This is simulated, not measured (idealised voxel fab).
Name of the process module below: voxel plated lines
Pictured: cross-section cut, 260 nm wide, on a grid of 5 nm square cells.
In this document a cross-section is written as a grid of square cells. It is given as a series of bands, listed from the top down, and a band is one or more rows of cells.
Heads up on the band format: heights come first, top then bottom, in nm. After that it's the materials left to right, each with its width in nm. A single material flagged "full width" fills the whole band edge to edge, and "empty" means there's empty space there.
Basically, 0 is our baseline, since under it the wafer straight out of the box is all one material. The bottom band has no lower end and keeps on going down, so it looks like "0 and below".
When a width is written as two numbers, as in "30 to 40", the first number is the width in the top row of cells of the band and the second is the width in its bottom row, and the width changes by the same amount from each row to the next.
Step note "no alterations made" = no cross-section cell changed.
The entry "Closed empty spaces" lists the empty spaces that cover at least 8 cells and have no open path to the top. Each is written as width x height at distance, where the distance is measured from the left edge and all three values are in nm.
Heads up: the bit after the settings on a step's line is the simulator's remark on that step.
"overlay nm", when on a step's line for a step with a mask, measures how far to the right of its planned place the mask lay; a negative measure means to the left.

-- Planned step list for the process
step 1: op RECEIVE | material Si
step 2: op CONFORMAL_DEP | material SiO2 | thk nm 15
step 3: op DIRECTIONAL_DEP | material TiN | thk nm 5
step 4: op PATTERN | tone open | mask id LINES | material resist | width nm 20 | pitch nm 45 | thk nm 25 | overlay nm -15
step 5: op EPI | material Ru | thk nm 10
step 6: op EPI | material Ru | thk nm 5
step 7: op STRIP | etch materials resist
step 8: op DIRECTIONAL_ETCH | etch materials TiN | depth nm 5
step 9: op CONFORMAL_DEP | material SiCN | thk nm 10
Be aware that, although all wafers share a common starting state, the overlay nm at step 4 differs among them, and the plan displays the first wafer's value.

-- Cross-section of the first of several wafers as received (after step 1)
> 0 and below | Si full width
> Closed empty spaces: none

-- End of the module, past its last step, step 9: how the first of several wafers looks in cross-section
> 45 down to 35 | 70 empty; 40 SiCN; 5 empty; 40 SiCN; 105 empty
> 35 down to 25 | 70 empty; 10 SiCN; 20 Ru; 10 SiCN; 5 empty; 10 SiCN; 20 Ru; 10 SiCN; 105 empty
> 25 down to 20 | 80 SiCN; 20 Ru; 25 SiCN; 20 Ru; 115 SiCN
> 20 down to 15 | 80 SiCN; 20 TiN; 25 SiCN; 20 TiN; 115 SiCN
> 15 down to 0 | SiO2 full width
> 0 and below | Si full width
> Closed empty spaces: none

-- X-section, last wafer, module end
> 45 down to 35 | 100 empty; 40 SiCN; 5 empty; 40 SiCN; 75 empty
> 35 down to 25 | 100 empty; 10 SiCN; 20 Ru; 10 SiCN; 5 empty; 10 SiCN; 20 Ru; 10 SiCN; 75 empty
> 25 down to 20 | 110 SiCN; 20 Ru; 25 SiCN; 20 Ru; 85 SiCN
> 20 down to 15 | 110 SiCN; 20 TiN; 25 SiCN; 20 TiN; 85 SiCN
> 15 down to 0 | SiO2 full width
> 0 and below | Si full width
> Closed empty spaces: none

-- Take any row and you have a wafer at the end of the module: how many cells of each material it has gained (+) or lost (-) since it was received, and then its closed voids
overlay nm -15, +24 Ru, +136 SiCN, +156 SiO2, +8 TiN, Closed empty spaces: none
overlay nm -10, +24 Ru, +136 SiCN, +156 SiO2, +8 TiN, Closed empty spaces: none
overlay nm -5, +24 Ru, +136 SiCN, +156 SiO2, +8 TiN, Closed empty spaces: none
overlay nm 0, +24 Ru, +136 SiCN, +156 SiO2, +8 TiN, Closed empty spaces: none
overlay nm 5, +24 Ru, +136 SiCN, +156 SiO2, +8 TiN, Closed empty spaces: none
overlay nm 10, +24 Ru, +136 SiCN, +156 SiO2, +8 TiN, Closed empty spaces: none
overlay nm 15, +24 Ru, +136 SiCN, +156 SiO2, +8 TiN, Closed empty spaces: none
